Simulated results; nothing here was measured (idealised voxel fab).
Name of the process module below: voxel ribs on slabs
This is section cut - it's 240 nm across, gridded in 5 nm square cells.
Cross-section layout: square cells on a grid; listed as bands, top to bottom; a band spans one or more cell rows.
Read a band's entry like this: the first values are the height of its top and the height of its bottom in nm, and what follows is the sequence of materials from left to right, each with its width in nm. Note that "air" is empty space, and that a single material marked "everywhere" reaches across the band from edge to edge.
Note: height 0 marks the level under which the wafer is uniformly one material as received. Lowest band unbounded below, written "0 nm and below".
Width spec "30 to 40" -> top row of cells at first value, bottom row at second value, equal per-row change in between.
"all unchanged" for a step: no cell of the cross-section changed in that step.
Basically, "Cavities, sealed" tells you about the enclosed voids: empty spaces with no open way to the top, 8 cells or bigger, each written width x height at distance, where distance is from the left edge, all in nm.
Formally, on a step line, whatever follows the settings is a remark that the simulator itself makes on the step.
overlay nm: how far to the right of its planned place the mask lay on this masked step (negative: to the left).

STEPS IN THE PROCESS PLAN
1) RECEIVE, material Si
2) DIRECTIONAL_DEP, material SiO2, thk nm 30
3) DIRECTIONAL_DEP, material SiN, thk nm 20
4) MASKED_ETCH, tone cover, mask id RIB, width nm 30, etch materials SiN, depth nm 10, overlay nm -15
5) PATTERN, tone cover, mask id SLAB, material resist, width nm 70, thk nm 15, overlay nm 0
6) DIRECTIONAL_ETCH, etch materials SiN, depth nm 10
7) STRIP, etch materials resist
8) FILL_DEP, material SiO2, thk nm 25
9) CMP, height nm 65
10) DIRECTIONAL_DEP, material TiN, thk nm 5
11) MASKED_ETCH, tone cover, mask id HEATER, width nm 40, etch materials TiN, depth nm 5, overlay nm 0
12) CONFORMAL_DEP, material SiN, thk nm 10
All wafers enter the flow in the same state. The overlay nm at step 4 differs from wafer to wafer, and the plan gives the value for the first wafer.

FIRST WAFER OF SEVERAL, AS RECEIVED: CROSS-SECTION AFTER STEP 1
	0 nm and below = Si everywhere
	Cavities, sealed: none

THE TABLE BELOW HAS ONE ROW FOR EACH WAFER; A ROW SHOWS, AS OF THE END OF THE MODULE, HOW MANY CELLS OF EACH MATERIAL THE WAFER HAS GAINED, MARKED (+), OR LOST, MARKED (-), SINCE IT WAS RECEIVED, AND THEN THE WAFER'S CLOSED VOIDS
overlay nm -15 | +140 SiN | +584 SiO2 | +8 TiN | Cavities, sealed: none
overlay nm -10 | +140 SiN | +584 SiO2 | +8 TiN | Cavities, sealed: none
overlay nm -5 | +140 SiN | +584 SiO2 | +8 TiN | Cavities, sealed: none
overlay nm 0 | +140 SiN | +584 SiO2 | +8 TiN | Cavities, sealed: none
overlay nm 5 | +140 SiN | +584 SiO2 | +8 TiN | Cavities, sealed: none
overlay nm 10 | +140 SiN | +584 SiO2 | +8 TiN | Cavities, sealed: none
overlay nm 15 | +140 SiN | +584 SiO2 | +8 TiN | Cavities, sealed: none
